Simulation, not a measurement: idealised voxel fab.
Process module under the name voxel ribs on slabs
The width of the displayed cross-section, cut, is 185 nm; its cells are square, with a size of 5 nm.
The cross-sections in this document take the form of a grid made of square cells. They are written out as bands, in order from top to bottom. Each band consists of one or more rows of cells.
Top, bottom (nm), then materials left to right with widths (nm); lone material tagged "everywhere" fills the whole band edge to edge; "empty" = empty space.
Beneath 0, the wafer as received is one material, and that level is where height counting begins. The lowest band goes on downward without a bottom; it is written like "0..down".
Note: "30..40" means the width goes from the first number (top row of the band) to the second number (bottom row) in equal steps per row of cells.
Any step labelled "left unchanged" changed none of the cells in the cross-section.
"Sealed voids" enumerates empty spaces isolated from the top, with no open way to it, that contain at least 8 cells, giving each as width x height at distance from the left edge, all three in nm.
Post-settings text on a step line: simulator's own remark regarding the step.
You can add "overlay nm" to a step's line. For a step with a mask, it describes how far the mask lay to the right of its planned position, and a negative number describes a lay to the left.

### The following list gives the planned process steps
| 1 | RECEIVE: material Si |
| 2 | DIRECTIONAL_DEP: material SiO2, thk nm 30 |
| 3 | DIRECTIONAL_DEP: material polySi, thk nm 20 |
| 4 | PATTERN: tone cover, mask id RIB, material resist, width nm 25, thk nm 20, overlay nm -15 |
| 5 | DIRECTIONAL_ETCH: etch materials polySi, depth nm 15 |
| 6 | STRIP: etch materials resist |
| 7 | PATTERN: tone cover, mask id SLAB, material resist, width nm 75, thk nm 20, overlay nm 0 |
| 8 | DIRECTIONAL_ETCH: etch materials polySi, depth nm 5 |
| 9 | STRIP: etch materials resist |
| 10 | FILL_DEP: material SiO2, thk nm 30 |
| 11 | CMP: height nm 70 |
| 12 | DIRECTIONAL_DEP: material W, thk nm 10 |
| 13 | DIRECTIONAL_DEP: material aC, thk nm 10 |
| 14 | PATTERN: tone cover, mask id HEATER, material resist, width nm 35, thk nm 30, overlay nm 0 |
| 15 | DIRECTIONAL_ETCH: etch materials aC, depth nm 10 |
| 16 | STRIP: etch materials resist |
| 17 | DIRECTIONAL_ETCH: etch materials W, depth nm 10 |
| 18 | STRIP: etch materials aC |
| 19 | CONFORMAL_DEP: material SiN, thk nm 5 |
All wafers enter the flow in the same state. The overlay nm at step 4 differs from wafer to wafer, and the plan gives the value for the first wafer.

### Cross-sectional view of the first of several wafers in the as-received condition, corresponding to the state following step 1
    0..down = Si everywhere
    Sealed voids: none

### Below: a row per wafer. Contents at end of module: for every material, cells gained since receipt (+) or lost since receipt (-); then closed voids
overlay nm -15 | +41 SiN | +488 SiO2 | +14 W | +30 polySi | Sealed voids: none
overlay nm -10 | +41 SiN | +488 SiO2 | +14 W | +30 polySi | Sealed voids: none
overlay nm -5 | +41 SiN | +488 SiO2 | +14 W | +30 polySi | Sealed voids: none
overlay nm 0 | +41 SiN | +488 SiO2 | +14 W | +30 polySi | Sealed voids: none
overlay nm 5 | +41 SiN | +488 SiO2 | +14 W | +30 polySi | Sealed voids: none
overlay nm 10 | +41 SiN | +488 SiO2 | +14 W | +30 polySi | Sealed voids: none
overlay nm 15 | +41 SiN | +488 SiO2 | +14 W | +30 polySi | Sealed voids: none
